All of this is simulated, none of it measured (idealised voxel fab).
A process module follows: voxel trench capacitor.
Cross-section cut: width 295 nm, square cells of 5 nm.
Cross-section, as written here: a square-cell grid given band by band from the top down, where a band holds one or more rows of cells.
Band entry format. Leading values: height of top, height of bottom, nm. Remainder: materials in left-to-right order, each with its width in nm. Special words: "edge to edge" on a single material, which then fills the band edge to edge; "empty", empty space.
For the purposes of this specification, 0 denotes the height below which the wafer in its as-received condition is composed wholly of one material, and the lowermost band, lacking a lower limit, extends downward without end, as expressed in "0..down".
With a width like "30 to 40", each row of cells in the band differs from the next by the same amount, the top row carrying the first number and the bottom row the second.
"all unchanged" after a step means that no cell of the cross-section changed.
"Fully enclosed voids" enumerates empty spaces isolated from the top, with no open way to it, that contain at least 8 cells, giving each as width x height at distance from the left edge, all three in nm.
Note: text after step settings on the step line = simulator remark on that step.
The "overlay nm" setting may appear on a step's line; for a step that uses a mask, it gives how far to the right of its planned position the mask lay, and a negative value indicates the left.
**Here's what the planned process steps look like**
step 1: op RECEIVE | material Si
step 2: op CONFORMAL_DEP | material SiN | thk nm 5
step 3: op MASKED_ETCH | tone open | mask id TRENCH | width nm 20 | pitch nm 50 | etch materials SiN | depth nm 5 | overlay nm 0
step 4: op MASKED_ETCH | tone open | mask id TRENCH | width nm 20 | pitch nm 50 | etch materials Si | depth nm 30 | overlay nm 0
step 5: op CONFORMAL_DEP | material SiO2 | thk nm 5
step 6: op FILL_DEP | material polySi | thk nm 10
step 7: op CMP | height nm 5
**Cross-section, incoming material, after step 1**
0..down = Si edge to edge
Fully enclosed voids: none
**Wafer at module end, in section. Began as above, planned as above, run with one mistake**
20..10 = polySi edge to edge
10..5 = SiO2 90 nm / polySi 10 nm / SiO2 40 nm / polySi 10 nm / SiO2 40 nm / polySi 10 nm / SiO2 95 nm
5..0 = SiN 85 nm / SiO2 5 nm / polySi 10 nm / SiO2 5 nm / SiN 30 nm / SiO2 5 nm / polySi 10 nm / SiO2 5 nm / SiN 30 nm / SiO2 5 nm / polySi 10 nm / SiO2 5 nm / SiN 90 nm
0..-25 = Si 85 nm / SiO2 5 nm / polySi 10 nm / SiO2 5 nm / Si 30 nm / SiO2 5 nm / polySi 10 nm / SiO2 5 nm / Si 30 nm / SiO2 5 nm / polySi 10 nm / SiO2 5 nm / Si 90 nm
-25..-30 = Si 85 nm / SiO2 20 nm / Si 30 nm / SiO2 20 nm / Si 30 nm / SiO2 20 nm / Si 90 nm
-30..down = Si edge to edge
Fully enclosed voids: none
Run error: not run: step 7 of the plan (skipped)
